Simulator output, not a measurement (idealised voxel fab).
Proc. module: voxel local oxidation
250 nm wide, 5 nm square cells: that's cross-section cut.
A cross-section is written here as square cells arranged in a grid, and it is given in bands from the top down, each band taking up one or more rows of cells. Top, bottom (nm), then materials left to right with widths (nm); lone material tagged "throughout" fills the whole band edge to edge; "air" = empty space. Heights are measured from 0, the level below which the as-received wafer is all one material; the lowest band has no bottom and continues downward, written as in "0 down". Think of "30..40" as a width that walks from the first number to the second as you go down the band, top row to bottom row, taking equal-sized steps from row to row. Where a step carries "nothing different", the cross-section came out of it unchanged, cell for cell. Entry "Catalogued sealed voids". Content: empty spaces with no open connection to the top, size 8 cells or greater. Each: width x height at distance. Distance: from left edge. Unit: nm. Heads up: the bit after the settings on a step's line is the simulator's remark on that step. The setting "overlay nm" may be written on the line of a step. When the step uses a mask, the value reports how far to the right of the planned place the mask lay, and a negative value reports that it lay to the left.

## This section lists the process steps that were planned
1) RECEIVE: material Si
2) OXIDIZE: depth nm 5
3) CONFORMAL_DEP: material SiN, thk nm 10
4) PATTERN: tone cover, mask id ACTIVE, material resist, width nm 120, thk nm 15, overlay nm 0
5) DIRECTIONAL_ETCH: etch materials SiN, depth nm 10
6) STRIP: etch materials resist
7) SELECTIVE_ETCH: etch materials SiO2, depth nm 5
8) OXIDIZE: depth nm 15
9) STRIP: etch materials SiN

## Wafer at receipt (post step 1), cross-section
> 0 down: Si throughout
> Catalogued sealed voids: none

## The cross-section shown corresponds to the wafer at the conclusion of the module. The initial structure and the process plan are those presented above; however, one mistake occurred in executing the plan
> -5 to -20: 85 of air / 80 of Si / 85 of air
> -20 down: Si throughout
> Catalogued sealed voids: none
Finding, execution versus plan: step 9 was not run as planned; what actually ran was STRIP: etch materials SiO2
